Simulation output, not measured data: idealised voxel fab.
process module | voxel spacer lines
Square cell edge 5 nm, section width 195 nm, ID cut.
How to read a cross-section here: the picture is a grid of square cells, written as bands going from the top down, and any band can span one or more rows of cells. Top, bottom (nm), then materials left to right with widths (nm); lone material tagged "throughout" fills the whole band edge to edge; "blank" = empty space. Heights are reckoned from 0. Under this level, the received wafer is all of one material. The bottommost band is open-ended downward, for example "0..down". So if you see something like "30..40" for the width, read it as the top row of the band sitting at the first number and the bottom row at the second, with every row in between moving by the same amount as the last. "left unchanged" for a step: no cell of the cross-section changed in that step. "Fully sealed voids": sealed empty spaces, 8 cells or more, no open way to top, listed width x height at distance, with distance from the left edge and width, height and distance in nm. Whatever follows a step's settings on its line is a remark the simulator itself makes about that step. overlay nm: mask offset rightward from planned place, masked step; negative means leftward offset.
## Listed below are the process steps as planned
1 RECEIVE with material Si
2 CONFORMAL_DEP with material SiO2, thk nm 10
3 DIRECTIONAL_DEP with material TiN, thk nm 15
4 DIRECTIONAL_DEP with material aC, thk nm 30
5 PATTERN with tone cover, mask id MANDREL, material resist, width nm 20, pitch nm 70, thk nm 35, overlay nm 0
6 DIRECTIONAL_ETCH with etch materials aC, depth nm 30
7 STRIP with etch materials resist
8 CONFORMAL_DEP with material SiN, thk nm 15
9 DIRECTIONAL_ETCH with etch materials SiN, depth nm 15
10 STRIP with etch materials aC
11 DIRECTIONAL_ETCH with etch materials TiN, depth nm 15
12 STRIP with etch materials SiN
## Delivered wafer in cross-section: state after step 1
* 0..down  Si throughout
* Fully sealed voids: none
## End-of-module XS, first of two wafers, run as planned
* 25..10  15 nm TiN, then 20 nm blank, then 15 nm TiN, then 20 nm blank, then 15 nm TiN, then 20 nm blank, then 15 nm TiN, then 20 nm blank, then 15 nm TiN, then 20 nm blank, then 15 nm TiN, then 5 nm blank
* 10..0  SiO2 throughout
* 0..down  Si throughout
* Fully sealed voids: none
## End of module, second wafer, cross-section. Started like the first, planned like the first, run with one mistake
* 25..10  50 nm TiN, then 20 nm blank, then 50 nm TiN, then 20 nm blank, then 50 nm TiN, then 5 nm blank
* 10..0  SiO2 throughout
* 0..down  Si throughout
* Fully sealed voids: none
Short version of what went wrong: steps 10 and 11 run out of order (swapped)
At the finish, the second wafer shows more or fewer cells for some materials than the first does: TiN: 36 more
